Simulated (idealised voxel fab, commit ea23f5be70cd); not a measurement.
process module | voxel wiring stack
cross-section cut | 225 nm wide | cells 5 nm
A cross-section is a grid of square cells, given in bands from the top down. A band is one or more rows of cells.
Each band's line starts with the height of the band's top and of its bottom, in nm. Then come its materials from left to right, each with its width in nm. One material with "throughout" fills the band from edge to edge. "air" is empty space.
Height 0 is the level under which the wafer as received is all one material. The lowest band goes on downwards, as in "0 down".
A width such as "30 to 40" changes by the same amount from each row of cells to the next, from the band's top row to its bottom row.
"no change" after a step means that no cell of the cross-section changed.
closed voids: empty space of 8 cells or more with no open way to the top, each as width x height at its distance from the left edge, in nm
after a step's settings: what the simulator itself notes on the step
overlay nm, on a step with a mask: how far to the right of its planned place the mask lay; to the left if negative
Each pair below shows a cross-section before one step and the cross-section after it, down to the lowest band that changed. The line under each pair gives the step between them, with its settings. The pairs can come from different runs of this module on the same starting wafer, so a pair continues from the pair above only where its "before" says so.
before
  155 to 135: air 20 | resist 30 | air 20 | resist 30 | air 20 | resist 30 | air 20 | resist 30 | air 25
  135 to 125: air 10 | Ru 35 | resist 5 | air 20 | resist 30 | air 10 | Ru 35 | resist 5 | air 20 | resist 30 | air 25
  125 to 110: Ru throughout
  110 to 105: Ru 10 | TiN 35 | Ru 65 | TiN 35 | Ru 80
  105 to 100: Ru throughout
  100 to 95: TiN 10 | Ru 35 | TiN 65 | Ru 35 | TiN 80
  95 to 85: SiO2 20 | Ru 15 | SiO2 85 | Ru 15 | SiO2 90
  85 to 80: SiCN 20 | Ru 15 | SiCN 85 | Ru 15 | SiCN 90
  80 to 60: lowk 20 | W 30 | lowk 20 | W 30 | lowk 20 | W 30 | lowk 20 | W 30 | lowk 25
  60 to 55: lowk 20 | TiN 30 | lowk 20 | TiN 30 | lowk 20 | TiN 30 | lowk 20 | TiN 30 | lowk 25
  55 to 40: lowk 20 | TiN 5 | Cu 5 | TiN 5 | lowk 35 | TiN 5 | Cu 5 | TiN 5 | lowk 35 | TiN 5 | Cu 5 | TiN 5 | lowk 35 | TiN 5 | Cu 5 | TiN 5 | lowk 40
  40 to 35: SiCN 20 | TiN 15 | SiCN 35 | TiN 15 | SiCN 35 | TiN 15 | SiCN 35 | TiN 15 | SiCN 40
  35 to 15: lowk 15 | SiCN 5 | Ru 30 | SiCN 5 | lowk 10 | SiCN 5 | Ru 30 | SiCN 5 | lowk 10 | SiCN 5 | Ru 30 | SiCN 5 | lowk 10 | SiCN 5 | Ru 30 | SiCN 5 | lowk 20
  15 to 10: SiCN 20 | TiN 30 | SiCN 20 | TiN 30 | SiCN 20 | TiN 30 | SiCN 20 | TiN 30 | SiCN 25
  10 to 0: SiO2 throughout
  0 down: Si throughout
  closed voids: none
after
  155 to 135: air 20 | resist 30 | air 20 | resist 30 | air 20 | resist 30 | air 20 | resist 30 | air 25
  135 to 125: air 20 | Ru 25 | resist 5 | air 20 | resist 30 | air 20 | Ru 25 | resist 5 | air 20 | resist 30 | air 25
  125 to 110: air 20 | Ru 30 | air 20 | Ru 30 | air 20 | Ru 30 | air 20 | Ru 30 | air 25
  110 to 105: air 10 | TiN 35 | Ru 5 | air 20 | Ru 30 | air 10 | TiN 35 | Ru 5 | air 20 | Ru 30 | air 25
  105 to 100: air 10 | Ru 40 | air 20 | Ru 30 | air 10 | Ru 40 | air 20 | Ru 30 | air 25
  below 100: unchanged
  closed voids: none
the step between: op DIRECTIONAL_ETCH | etch materials Ru | depth nm 25
before: the cross-section after the pair above
after
  155 to 135: air 20 | resist 30 | air 20 | resist 30 | air 20 | resist 30 | air 20 | resist 30 | air 25
  135 to 125: air 20 | Ru 25 | resist 5 | air 20 | resist 30 | air 20 | Ru 25 | resist 5 | air 20 | resist 30 | air 25
  125 to 110: air 20 | Ru 30 | air 20 | Ru 30 | air 20 | Ru 30 | air 20 | Ru 30 | air 25
  110 to 105: air 20 | TiN 25 | Ru 5 | air 20 | Ru 30 | air 20 | TiN 25 | Ru 5 | air 20 | Ru 30 | air 25
  105 to 100: air 10 | Ru 40 | air 20 | Ru 30 | air 10 | Ru 40 | air 20 | Ru 30 | air 25
  100 to 95: air 10 | Ru 35 | TiN 5 | air 20 | TiN 30 | air 10 | Ru 35 | TiN 5 | air 20 | TiN 30 | air 25
  below 95: unchanged
  closed voids: none
the step between: op DIRECTIONAL_ETCH | etch materials TiN | depth nm 5
before: the cross-section after the pair above
after
  135 to 125: air 20 | Ru 25 | air 75 | Ru 25 | air 80
  below 125: unchanged
  closed voids: none
the step between: op STRIP | etch materials resist
before: the cross-section after the pair above
after
  145 to 135: lowk throughout
  135 to 125: lowk 20 | Ru 25 | lowk 75 | Ru 25 | lowk 80
  125 to 110: lowk 20 | Ru 30 | lowk 20 | Ru 30 | lowk 20 | Ru 30 | lowk 20 | Ru 30 | lowk 25
  110 to 105: lowk 20 | TiN 25 | Ru 5 | lowk 20 | Ru 30 | lowk 20 | TiN 25 | Ru 5 | lowk 20 | Ru 30 | lowk 25
  105 to 100: lowk 10 | Ru 40 | lowk 20 | Ru 30 | lowk 10 | Ru 40 | lowk 20 | Ru 30 | lowk 25
  100 to 95: lowk 10 | Ru 35 | TiN 5 | lowk 20 | TiN 30 | lowk 10 | Ru 35 | TiN 5 | lowk 20 | TiN 30 | lowk 25
  below 95: unchanged
  closed voids: none
the step between: op FILL_DEP | material lowk | thk nm 10
before: the cross-section after the pair above
after
  125 to 110: lowk 20 | Ru 30 | lowk 20 | Ru 30 | lowk 20 | Ru 30 | lowk 20 | Ru 30 | lowk 25
  below 110: unchanged
  closed voids: none
the step between: op CMP | height nm 125
before: the cross-section after the pair above
after
  130 to 125: SiN throughout
  below 125: unchanged
  closed voids: none
the step between: op CONFORMAL_DEP | material SiN | thk nm 5
before
  95 to 85: SiO2 20 | Ru 15 | SiO2 85 | Ru 15 | SiO2 90
  85 to 80: SiCN 20 | Ru 15 | SiCN 85 | Ru 15 | SiCN 90
  80 to 60: lowk 20 | W 30 | lowk 20 | W 30 | lowk 20 | W 30 | lowk 20 | W 30 | lowk 25
  60 to 55: lowk 20 | TiN 30 | lowk 20 | TiN 30 | lowk 20 | TiN 30 | lowk 20 | TiN 30 | lowk 25
  55 to 40: lowk 20 | TiN 5 | Cu 5 | TiN 5 | lowk 35 | TiN 5 | Cu 5 | TiN 5 | lowk 35 | TiN 5 | Cu 5 | TiN 5 | lowk 35 | TiN 5 | Cu 5 | TiN 5 | lowk 40
  40 to 35: SiCN 20 | TiN 15 | SiCN 35 | TiN 15 | SiCN 35 | TiN 15 | SiCN 35 | TiN 15 | SiCN 40
  35 to 15: lowk 15 | SiCN 5 | Ru 30 | SiCN 5 | lowk 10 | SiCN 5 | Ru 30 | SiCN 5 | lowk 10 | SiCN 5 | Ru 30 | SiCN 5 | lowk 10 | SiCN 5 | Ru 30 | SiCN 5 | lowk 20
  15 to 10: SiCN 20 | TiN 30 | SiCN 20 | TiN 30 | SiCN 20 | TiN 30 | SiCN 20 | TiN 30 | SiCN 25
  10 to 0: SiO2 throughout
  0 down: Si throughout
  closed voids: none
after
  120 to 95: Ru throughout
  below 95: unchanged
  closed voids: none
the step between: op DIRECTIONAL_DEP | material Ru | thk nm 25
before: the cross-section after the pair above
after
  125 to 120: TiN throughout
  below 120: unchanged
  closed voids: none
the step between: op DIRECTIONAL_DEP | material TiN | thk nm 5
before: the cross-section after the pair above
after
  145 to 125: air 20 | resist 30 | air 20 | resist 30 | air 20 | resist 30 | air 20 | resist 30 | air 25
  below 125: unchanged
  closed voids: none
the step between: op PATTERN | tone cover | mask id METAL_3 | material resist | width nm 30 | pitch nm 50 | thk nm 20 | overlay nm 0
before: the cross-section after the pair above
after
  145 to 125: air 20 | resist 30 | air 20 | resist 30 | air 20 | resist 30 | air 20 | resist 30 | air 25
  125 to 120: air 20 | TiN 30 | air 20 | TiN 30 | air 20 | TiN 30 | air 20 | TiN 30 | air 25
  below 120: unchanged
  closed voids: none
the step between: op DIRECTIONAL_ETCH | etch materials TiN | depth nm 5
before: the cross-section after the pair above
after
  125 to 120: air 20 | TiN 30 | air 20 | TiN 30 | air 20 | TiN 30 | air 20 | TiN 30 | air 25
  below 120: unchanged
  closed voids: none
the step between: op STRIP | etch materials resist
before: the cross-section after the pair above
after
  135 to 125: lowk throughout
  125 to 120: lowk 20 | TiN 30 | lowk 20 | TiN 30 | lowk 20 | TiN 30 | lowk 20 | TiN 30 | lowk 25
  below 120: unchanged
  closed voids: none
the step between: op FILL_DEP | material lowk | thk nm 10
before: the cross-section after the pair above
after
  125 to 120: lowk 20 | TiN 30 | lowk 20 | TiN 30 | lowk 20 | TiN 30 | lowk 20 | TiN 30 | lowk 25
  below 120: unchanged
  closed voids: none
the step between: op CMP | height nm 125
before: the cross-section after the pair above
after
  130 to 125: SiN throughout
  below 125: unchanged
  closed voids: none
the step between: op CONFORMAL_DEP | material SiN | thk nm 5
before
  55 to 40: lowk 20 | TiN 5 | Cu 5 | TiN 5 | lowk 35 | TiN 5 | Cu 5 | TiN 5 | lowk 35 | TiN 5 | Cu 5 | TiN 5 | lowk 35 | TiN 5 | Cu 5 | TiN 5 | lowk 40
  40 to 35: SiCN 20 | TiN 15 | SiCN 35 | TiN 15 | SiCN 35 | TiN 15 | SiCN 35 | TiN 15 | SiCN 40
  35 to 15: lowk 15 | SiCN 5 | Ru 30 | SiCN 5 | lowk 10 | SiCN 5 | Ru 30 | SiCN 5 | lowk 10 | SiCN 5 | Ru 30 | SiCN 5 | lowk 10 | SiCN 5 | Ru 30 | SiCN 5 | lowk 20
  15 to 10: SiCN 20 | TiN 30 | SiCN 20 | TiN 30 | SiCN 20 | TiN 30 | SiCN 20 | TiN 30 | SiCN 25
  10 to 0: SiO2 throughout
  0 down: Si throughout
  closed voids: none
after
  70 to 55: TiN throughout
  below 55: unchanged
  closed voids: none
the step between: op DIRECTIONAL_DEP | material TiN | thk nm 15
before: the cross-section after the pair above
after
  90 to 70: W throughout
  below 70: unchanged
  closed voids: none
the step between: op DIRECTIONAL_DEP | material W | thk nm 20
before: the cross-section after the pair above
after
  105 to 90: air 20 | resist 30 | air 20 | resist 30 | air 20 | resist 30 | air 20 | resist 30 | air 25
  below 90: unchanged
  closed voids: none
the step between: op PATTERN | tone cover | mask id METAL_2 | material resist | width nm 30 | pitch nm 50 | thk nm 15 | overlay nm 0
before: the cross-section after the pair above
after
  105 to 90: air 20 | resist 30 | air 20 | resist 30 | air 20 | resist 30 | air 20 | resist 30 | air 25
  90 to 70: air 20 | W 30 | air 20 | W 30 | air 20 | W 30 | air 20 | W 30 | air 25
  below 70: unchanged
  closed voids: none
the step between: op DIRECTIONAL_ETCH | etch materials W | depth nm 20
before: the cross-section after the pair above
after
  105 to 90: air 20 | resist 30 | air 20 | resist 30 | air 20 | resist 30 | air 20 | resist 30 | air 25
  90 to 70: air 20 | W 30 | air 20 | W 30 | air 20 | W 30 | air 20 | W 30 | air 25
  70 to 65: air 20 | TiN 30 | air 20 | TiN 30 | air 20 | TiN 30 | air 20 | TiN 30 | air 25
  below 65: unchanged
  closed voids: none
the step between: op DIRECTIONAL_ETCH | etch materials TiN | depth nm 5
before: the cross-section after the pair above
after
  90 to 70: air 20 | W 30 | air 20 | W 30 | air 20 | W 30 | air 20 | W 30 | air 25
  below 70: unchanged
  closed voids: none
the step between: op STRIP | etch materials resist
before: the cross-section after the pair above
after
  95 to 90: lowk throughout
  90 to 70: lowk 20 | W 30 | lowk 20 | W 30 | lowk 20 | W 30 | lowk 20 | W 30 | lowk 25
  70 to 65: lowk 20 | TiN 30 | lowk 20 | TiN 30 | lowk 20 | TiN 30 | lowk 20 | TiN 30 | lowk 25
  below 65: unchanged
  closed voids: none
the step between: op FILL_DEP | material lowk | thk nm 5
before: the cross-section after the pair above
after
  80 to 70: lowk 20 | W 30 | lowk 20 | W 30 | lowk 20 | W 30 | lowk 20 | W 30 | lowk 25
  below 70: unchanged
  closed voids: none
the step between: op CMP | height nm 80
before: the cross-section after the pair above
after
  85 to 80: SiCN throughout
  below 80: unchanged
  closed voids: none
the step between: op CONFORMAL_DEP | material SiCN | thk nm 5
before: the cross-section after the pair above
after
  95 to 85: SiO2 throughout
  below 85: unchanged
  closed voids: none
the step between: op DIRECTIONAL_DEP | material SiO2 | thk nm 10
before: the cross-section after the pair above
after
  115 to 95: resist 20 | air 15 | resist 85 | air 15 | resist 90
  below 95: unchanged
  closed voids: none
the step between: op PATTERN | tone open | mask id PLUG_2 | material resist | width nm 15 | pitch nm 100 | thk nm 20 | overlay nm 0
before: the cross-section after the pair above
after
  115 to 95: resist 20 | air 15 | resist 85 | air 15 | resist 90
  95 to 85: SiO2 20 | air 15 | SiO2 85 | air 15 | SiO2 90
  below 85: unchanged
  closed voids: none
the step between: op DIRECTIONAL_ETCH | etch materials SiO2 | depth nm 10
before: the cross-section after the pair above
after
  115 to 95: resist 20 | air 15 | resist 85 | air 15 | resist 90
  95 to 85: SiO2 20 | air 15 | SiO2 85 | air 15 | SiO2 90
  85 to 80: SiCN 20 | air 15 | SiCN 85 | air 15 | SiCN 90
  below 80: unchanged
  closed voids: none
the step between: op DIRECTIONAL_ETCH | etch materials SiCN | depth nm 5
before: the cross-section after the pair above
after
  95 to 85: SiO2 20 | air 15 | SiO2 85 | air 15 | SiO2 90
  below 85: unchanged
  closed voids: none
the step between: op STRIP | etch materials resist
before: the cross-section after the pair above
after
  95 to 90: SiO2 20 | air 15 | SiO2 85 | air 15 | SiO2 90
  90 to 85: SiO2 20 | Ru 15 | SiO2 85 | Ru 15 | SiO2 90
  85 to 80: SiCN 20 | Ru 15 | SiCN 85 | Ru 15 | SiCN 90
  below 80: unchanged
  closed voids: none
the step between: op EPI | material Ru | thk nm 10
before: the cross-section after the pair above
after
  95 to 85: SiO2 20 | Ru 15 | SiO2 85 | Ru 15 | SiO2 90
  below 85: unchanged
  closed voids: none
the step between: op EPI | material Ru | thk nm 5
before: the cross-section after the pair above
after
  100 to 95: TiN throughout
  below 95: unchanged
  closed voids: none
the step between: op DIRECTIONAL_DEP | material TiN | thk nm 5
before: the cross-section after the pair above
after
  125 to 100: Ru throughout
  below 100: unchanged
  closed voids: none
the step between: op DIRECTIONAL_DEP | material Ru | thk nm 25
before: the cross-section after the pair above
after
  145 to 125: air 20 | resist 30 | air 20 | resist 30 | air 20 | resist 30 | air 20 | resist 30 | air 25
  below 125: unchanged
  closed voids: none
the step between: op PATTERN | tone cover | mask id METAL_3 | material resist | width nm 30 | pitch nm 50 | thk nm 20 | overlay nm 0
before: the cross-section after the pair above
after
  145 to 125: air 20 | resist 30 | air 20 | resist 30 | air 20 | resist 30 | air 20 | resist 30 | air 25
  125 to 100: air 20 | Ru 30 | air 20 | Ru 30 | air 20 | Ru 30 | air 20 | Ru 30 | air 25
  below 100: unchanged
  closed voids: none
the step between: op DIRECTIONAL_ETCH | etch materials Ru | depth nm 25
before: the cross-section after the pair above
after
  145 to 125: air 20 | resist 30 | air 20 | resist 30 | air 20 | resist 30 | air 20 | resist 30 | air 25
  125 to 100: air 20 | Ru 30 | air 20 | Ru 30 | air 20 | Ru 30 | air 20 | Ru 30 | air 25
  100 to 95: air 20 | TiN 30 | air 20 | TiN 30 | air 20 | TiN 30 | air 20 | TiN 30 | air 25
  below 95: unchanged
  closed voids: none
the step between: op DIRECTIONAL_ETCH | etch materials TiN | depth nm 5
before: the cross-section after the pair above
after
  125 to 100: air 20 | Ru 30 | air 20 | Ru 30 | air 20 | Ru 30 | air 20 | Ru 30 | air 25
  below 100: unchanged
  closed voids: none
the step between: op STRIP | etch materials resist
before: the cross-section after the pair above
after
  135 to 125: lowk throughout
  125 to 100: lowk 20 | Ru 30 | lowk 20 | Ru 30 | lowk 20 | Ru 30 | lowk 20 | Ru 30 | lowk 25
  100 to 95: lowk 20 | TiN 30 | lowk 20 | TiN 30 | lowk 20 | TiN 30 | lowk 20 | TiN 30 | lowk 25
  below 95: unchanged
  closed voids: none
the step between: op FILL_DEP | material lowk | thk nm 10
before: the cross-section after the pair above
after
  125 to 100: lowk 20 | Ru 30 | lowk 20 | Ru 30 | lowk 20 | Ru 30 | lowk 20 | Ru 30 | lowk 25
  below 100: unchanged
  closed voids: none
the step between: op CMP | height nm 125
before: the cross-section after the pair above
after
  130 to 125: SiN throughout
  below 125: unchanged
  closed voids: none
the step between: op CONFORMAL_DEP | material SiN | thk nm 5
before
  95 to 85: SiO2 throughout
  85 to 80: SiCN throughout
  80 to 60: lowk 20 | W 30 | lowk 20 | W 30 | lowk 20 | W 30 | lowk 20 | W 30 | lowk 25
  60 to 55: lowk 20 | TiN 30 | lowk 20 | TiN 30 | lowk 20 | TiN 30 | lowk 20 | TiN 30 | lowk 25
  55 to 40: lowk 20 | TiN 5 | Cu 5 | TiN 5 | lowk 35 | TiN 5 | Cu 5 | TiN 5 | lowk 35 | TiN 5 | Cu 5 | TiN 5 | lowk 35 | TiN 5 | Cu 5 | TiN 5 | lowk 40
  40 to 35: SiCN 20 | TiN 15 | SiCN 35 | TiN 15 | SiCN 35 | TiN 15 | SiCN 35 | TiN 15 | SiCN 40
  35 to 15: lowk 15 | SiCN 5 | Ru 30 | SiCN 5 | lowk 10 | SiCN 5 | Ru 30 | SiCN 5 | lowk 10 | SiCN 5 | Ru 30 | SiCN 5 | lowk 10 | SiCN 5 | Ru 30 | SiCN 5 | lowk 20
  15 to 10: SiCN 20 | TiN 30 | SiCN 20 | TiN 30 | SiCN 20 | TiN 30 | SiCN 20 | TiN 30 | SiCN 25
  10 to 0: SiO2 throughout
  0 down: Si throughout
  closed voids: none
after
  115 to 95: resist 20 | air 20 | resist 80 | air 20 | resist 85
  below 95: unchanged
  closed voids: none
the step between: op PATTERN | tone open | mask id PLUG_2 | material resist | width nm 20 | pitch nm 100 | thk nm 20 | overlay nm 0
before: the cross-section after the pair above
after
  115 to 95: resist 20 | air 20 | resist 80 | air 20 | resist 85
  95 to 85: SiO2 20 | air 20 | SiO2 80 | air 20 | SiO2 85
  below 85: unchanged
  closed voids: none
the step between: op DIRECTIONAL_ETCH | etch materials SiO2 | depth nm 10
before: the cross-section after the pair above
after
  115 to 95: resist 20 | air 20 | resist 80 | air 20 | resist 85
  95 to 85: SiO2 20 | air 20 | SiO2 80 | air 20 | SiO2 85
  85 to 80: SiCN 20 | air 20 | SiCN 80 | air 20 | SiCN 85
  below 80: unchanged
  closed voids: none
the step between: op DIRECTIONAL_ETCH | etch materials SiCN | depth nm 5
before: the cross-section after the pair above
after
  95 to 85: SiO2 20 | air 20 | SiO2 80 | air 20 | SiO2 85
  below 85: unchanged
  closed voids: none
the step between: op STRIP | etch materials resist
before: the cross-section after the pair above
after
  95 to 90: SiO2 20 | air 20 | SiO2 80 | air 20 | SiO2 85
  90 to 85: SiO2 20 | Ru 20 | SiO2 80 | Ru 20 | SiO2 85
  85 to 80: SiCN 20 | Ru 20 | SiCN 80 | Ru 20 | SiCN 85
  below 80: unchanged
  closed voids: none
the step between: op EPI | material Ru | thk nm 10
before: the cross-section after the pair above
after
  95 to 85: SiO2 20 | Ru 20 | SiO2 80 | Ru 20 | SiO2 85
  below 85: unchanged
  closed voids: none
the step between: op EPI | material Ru | thk nm 5
before: the cross-section after the pair above
after
  100 to 95: TiN throughout
  below 95: unchanged
  closed voids: none
the step between: op DIRECTIONAL_DEP | material TiN | thk nm 5
before: the cross-section after the pair above
after
  125 to 100: Ru throughout
  below 100: unchanged
  closed voids: none
the step between: op DIRECTIONAL_DEP | material Ru | thk nm 25
before: the cross-section after the pair above
after
  145 to 125: air 20 | resist 30 | air 20 | resist 30 | air 20 | resist 30 | air 20 | resist 30 | air 25
  below 125: unchanged
  closed voids: none
the step between: op PATTERN | tone cover | mask id METAL_3 | material resist | width nm 30 | pitch nm 50 | thk nm 20 | overlay nm 0
before: the cross-section after the pair above
after
  145 to 125: air 20 | resist 30 | air 20 | resist 30 | air 20 | resist 30 | air 20 | resist 30 | air 25
  125 to 100: air 20 | Ru 30 | air 20 | Ru 30 | air 20 | Ru 30 | air 20 | Ru 30 | air 25
  below 100: unchanged
  closed voids: none
the step between: op DIRECTIONAL_ETCH | etch materials Ru | depth nm 25
before: the cross-section after the pair above
after
  145 to 125: air 20 | resist 30 | air 20 | resist 30 | air 20 | resist 30 | air 20 | resist 30 | air 25
  125 to 100: air 20 | Ru 30 | air 20 | Ru 30 | air 20 | Ru 30 | air 20 | Ru 30 | air 25
  100 to 95: air 20 | TiN 30 | air 20 | TiN 30 | air 20 | TiN 30 | air 20 | TiN 30 | air 25
  below 95: unchanged
  closed voids: none
the step between: op DIRECTIONAL_ETCH | etch materials TiN | depth nm 5
before: the cross-section after the pair above
after
  125 to 100: air 20 | Ru 30 | air 20 | Ru 30 | air 20 | Ru 30 | air 20 | Ru 30 | air 25
  below 100: unchanged
  closed voids: none
the step between: op STRIP | etch materials resist
before: the cross-section after the pair above
after
  135 to 125: lowk throughout
  125 to 100: lowk 20 | Ru 30 | lowk 20 | Ru 30 | lowk 20 | Ru 30 | lowk 20 | Ru 30 | lowk 25
  100 to 95: lowk 20 | TiN 30 | lowk 20 | TiN 30 | lowk 20 | TiN 30 | lowk 20 | TiN 30 | lowk 25
  below 95: unchanged
  closed voids: none
the step between: op FILL_DEP | material lowk | thk nm 10
before: the cross-section after the pair above
after
  125 to 100: lowk 20 | Ru 30 | lowk 20 | Ru 30 | lowk 20 | Ru 30 | lowk 20 | Ru 30 | lowk 25
  below 100: unchanged
  closed voids: none
the step between: op CMP | height nm 125
before: the cross-section after the pair above
after
  130 to 125: SiN throughout
  below 125: unchanged
  closed voids: none
the step between: op CONFORMAL_DEP | material SiN | thk nm 5
before
  125 to 100: Ru throughout
  100 to 95: TiN throughout
  95 to 85: SiO2 20 | Ru 15 | SiO2 85 | Ru 15 | SiO2 90
  85 to 80: SiCN 20 | Ru 15 | SiCN 85 | Ru 15 | SiCN 90
  80 to 60: lowk 20 | W 30 | lowk 20 | W 30 | lowk 20 | W 30 | lowk 20 | W 30 | lowk 25
  60 to 55: lowk 20 | TiN 30 | lowk 20 | TiN 30 | lowk 20 | TiN 30 | lowk 20 | TiN 30 | lowk 25
  55 to 40: lowk 20 | TiN 5 | Cu 5 | TiN 5 | lowk 35 | TiN 5 | Cu 5 | TiN 5 | lowk 35 | TiN 5 | Cu 5 | TiN 5 | lowk 35 | TiN 5 | Cu 5 | TiN 5 | lowk 40
  40 to 35: SiCN 20 | TiN 15 | SiCN 35 | TiN 15 | SiCN 35 | TiN 15 | SiCN 35 | TiN 15 | SiCN 40
  35 to 15: lowk 15 | SiCN 5 | Ru 30 | SiCN 5 | lowk 10 | SiCN 5 | Ru 30 | SiCN 5 | lowk 10 | SiCN 5 | Ru 30 | SiCN 5 | lowk 10 | SiCN 5 | Ru 30 | SiCN 5 | lowk 20
  15 to 10: SiCN 20 | TiN 30 | SiCN 20 | TiN 30 | SiCN 20 | TiN 30 | SiCN 20 | TiN 30 | SiCN 25
  10 to 0: SiO2 throughout
  0 down: Si throughout
  closed voids: none
after
  145 to 125: air 15 | resist 30 | air 20 | resist 30 | air 20 | resist 30 | air 20 | resist 30 | air 30
  below 125: unchanged
  closed voids: none
the step between: op PATTERN | tone cover | mask id METAL_3 | material resist | width nm 30 | pitch nm 50 | thk nm 20 | overlay nm -5
before: the cross-section after the pair above
after
  145 to 125: air 15 | resist 30 | air 20 | resist 30 | air 20 | resist 30 | air 20 | resist 30 | air 30
  125 to 100: air 15 | Ru 30 | air 20 | Ru 30 | air 20 | Ru 30 | air 20 | Ru 30 | air 30
  below 100: unchanged
  closed voids: none
the step between: op DIRECTIONAL_ETCH | etch materials Ru | depth nm 25
before: the cross-section after the pair above
after
  145 to 125: air 15 | resist 30 | air 20 | resist 30 | air 20 | resist 30 | air 20 | resist 30 | air 30
  125 to 100: air 15 | Ru 30 | air 20 | Ru 30 | air 20 | Ru 30 | air 20 | Ru 30 | air 30
  100 to 95: air 15 | TiN 30 | air 20 | TiN 30 | air 20 | TiN 30 | air 20 | TiN 30 | air 30
  below 95: unchanged
  closed voids: none
the step between: op DIRECTIONAL_ETCH | etch materials TiN | depth nm 5
before: the cross-section after the pair above
after
  125 to 100: air 15 | Ru 30 | air 20 | Ru 30 | air 20 | Ru 30 | air 20 | Ru 30 | air 30
  below 100: unchanged
  closed voids: none
the step between: op STRIP | etch materials resist
before: the cross-section after the pair above
after
  135 to 125: lowk throughout
  125 to 100: lowk 15 | Ru 30 | lowk 20 | Ru 30 | lowk 20 | Ru 30 | lowk 20 | Ru 30 | lowk 30
  100 to 95: lowk 15 | TiN 30 | lowk 20 | TiN 30 | lowk 20 | TiN 30 | lowk 20 | TiN 30 | lowk 30
  below 95: unchanged
  closed voids: none
the step between: op FILL_DEP | material lowk | thk nm 10
before: the cross-section after the pair above
after
  125 to 100: lowk 15 | Ru 30 | lowk 20 | Ru 30 | lowk 20 | Ru 30 | lowk 20 | Ru 30 | lowk 30
  below 100: unchanged
  closed voids: none
the step between: op CMP | height nm 125
before: the cross-section after the pair above
after
  130 to 125: SiN throughout
  below 125: unchanged
  closed voids: none
the step between: op CONFORMAL_DEP | material SiN | thk nm 5
before
  60 to 55: TiN throughout
  55 to 40: lowk 20 | TiN 5 | Cu 5 | TiN 5 | lowk 35 | TiN 5 | Cu 5 | TiN 5 | lowk 35 | TiN 5 | Cu 5 | TiN 5 | lowk 35 | TiN 5 | Cu 5 | TiN 5 | lowk 40
  40 to 35: SiCN 20 | TiN 15 | SiCN 35 | TiN 15 | SiCN 35 | TiN 15 | SiCN 35 | TiN 15 | SiCN 40
  35 to 15: lowk 15 | SiCN 5 | Ru 30 | SiCN 5 | lowk 10 | SiCN 5 | Ru 30 | SiCN 5 | lowk 10 | SiCN 5 | Ru 30 | SiCN 5 | lowk 10 | SiCN 5 | Ru 30 | SiCN 5 | lowk 20
  15 to 10: SiCN 20 | TiN 30 | SiCN 20 | TiN 30 | SiCN 20 | TiN 30 | SiCN 20 | TiN 30 | SiCN 25
  10 to 0: SiO2 throughout
  0 down: Si throughout
  closed voids: none
after
  80 to 60: SiN throughout
  below 60: unchanged
  closed voids: none
the step between: op DIRECTIONAL_DEP | material SiN | thk nm 20
before: the cross-section after the pair above
after
  95 to 80: air 20 | resist 30 | air 20 | resist 30 | air 20 | resist 30 | air 20 | resist 30 | air 25
  below 80: unchanged
  closed voids: none
the step between: op PATTERN | tone cover | mask id METAL_2 | material resist | width nm 30 | pitch nm 50 | thk nm 15 | overlay nm 0
before: the cross-section after the pair above
after
  80 to 60: SiN throughout
  below 60: unchanged
  closed voids: none
the step between: op STRIP | etch materials resist
before: the cross-section after the pair above
after
  85 to 80: lowk throughout
  below 80: unchanged
  closed voids: none
the step between: op FILL_DEP | material lowk | thk nm 5
before: the cross-section after the pair above
after
  80 to 60: SiN throughout
  below 60: unchanged
  closed voids: none
the step between: op CMP | height nm 80
before: the cross-section after the pair above
after
  85 to 80: SiCN throughout
  below 80: unchanged
  closed voids: none
the step between: op CONFORMAL_DEP | material SiCN | thk nm 5
before: the cross-section after the pair above
after
  95 to 85: SiO2 throughout
  below 85: unchanged
  closed voids: none
the step between: op DIRECTIONAL_DEP | material SiO2 | thk nm 10
before: the cross-section after the pair above
after
  115 to 95: resist 20 | air 15 | resist 85 | air 15 | resist 90
  below 95: unchanged
  closed voids: none
the step between: op PATTERN | tone open | mask id PLUG_2 | material resist | width nm 15 | pitch nm 100 | thk nm 20 | overlay nm 0
before: the cross-section after the pair above
after
  115 to 95: resist 20 | air 15 | resist 85 | air 15 | resist 90
  95 to 85: SiO2 20 | air 15 | SiO2 85 | air 15 | SiO2 90
  below 85: unchanged
  closed voids: none
the step between: op DIRECTIONAL_ETCH | etch materials SiO2 | depth nm 10
before: the cross-section after the pair above
after
  115 to 95: resist 20 | air 15 | resist 85 | air 15 | resist 90
  95 to 85: SiO2 20 | air 15 | SiO2 85 | air 15 | SiO2 90
  85 to 80: SiCN 20 | air 15 | SiCN 85 | air 15 | SiCN 90
  below 80: unchanged
  closed voids: none
the step between: op DIRECTIONAL_ETCH | etch materials SiCN | depth nm 5
before: the cross-section after the pair above
after
  95 to 85: SiO2 20 | air 15 | SiO2 85 | air 15 | SiO2 90
  below 85: unchanged
  closed voids: none
the step between: op STRIP | etch materials resist
before: the cross-section after the pair above
after
  100 to 95: TiN 20 | air 15 | TiN 85 | air 15 | TiN 90
  95 to 85: SiO2 20 | air 15 | SiO2 85 | air 15 | SiO2 90
  85 to 80: SiCN 20 | TiN 15 | SiCN 85 | TiN 15 | SiCN 90
  below 80: unchanged
  closed voids: none
the step between: op DIRECTIONAL_DEP | material TiN | thk nm 5
before: the cross-section after the pair above
after
  125 to 110: Ru 20 | air 15 | Ru 85 | air 15 | Ru 90
  110 to 100: Ru throughout
  100 to 95: TiN 20 | Ru 15 | TiN 85 | Ru 15 | TiN 90
  95 to 85: SiO2 20 | Ru 15 | SiO2 85 | Ru 15 | SiO2 90
  below 85: unchanged
  closed voids: none
the step between: op DIRECTIONAL_DEP | material Ru | thk nm 25
before: the cross-section after the pair above
after
  145 to 125: air 20 | resist 30 | air 20 | resist 30 | air 20 | resist 30 | air 20 | resist 30 | air 25
  125 to 110: Ru 20 | resist 15 | Ru 85 | resist 15 | Ru 90
  below 110: unchanged
  closed voids: none
the step between: op PATTERN | tone cover | mask id METAL_3 | material resist | width nm 30 | pitch nm 50 | thk nm 20 | overlay nm 0
before: the cross-section after the pair above
after
  145 to 125: air 20 | resist 30 | air 20 | resist 30 | air 20 | resist 30 | air 20 | resist 30 | air 25
  125 to 110: air 20 | resist 15 | Ru 15 | air 20 | Ru 30 | air 20 | resist 15 | Ru 15 | air 20 | Ru 30 | air 25
  110 to 100: air 20 | Ru 30 | air 20 | Ru 30 | air 20 | Ru 30 | air 20 | Ru 30 | air 25
  below 100: unchanged
  closed voids: none
the step between: op DIRECTIONAL_ETCH | etch materials Ru | depth nm 25
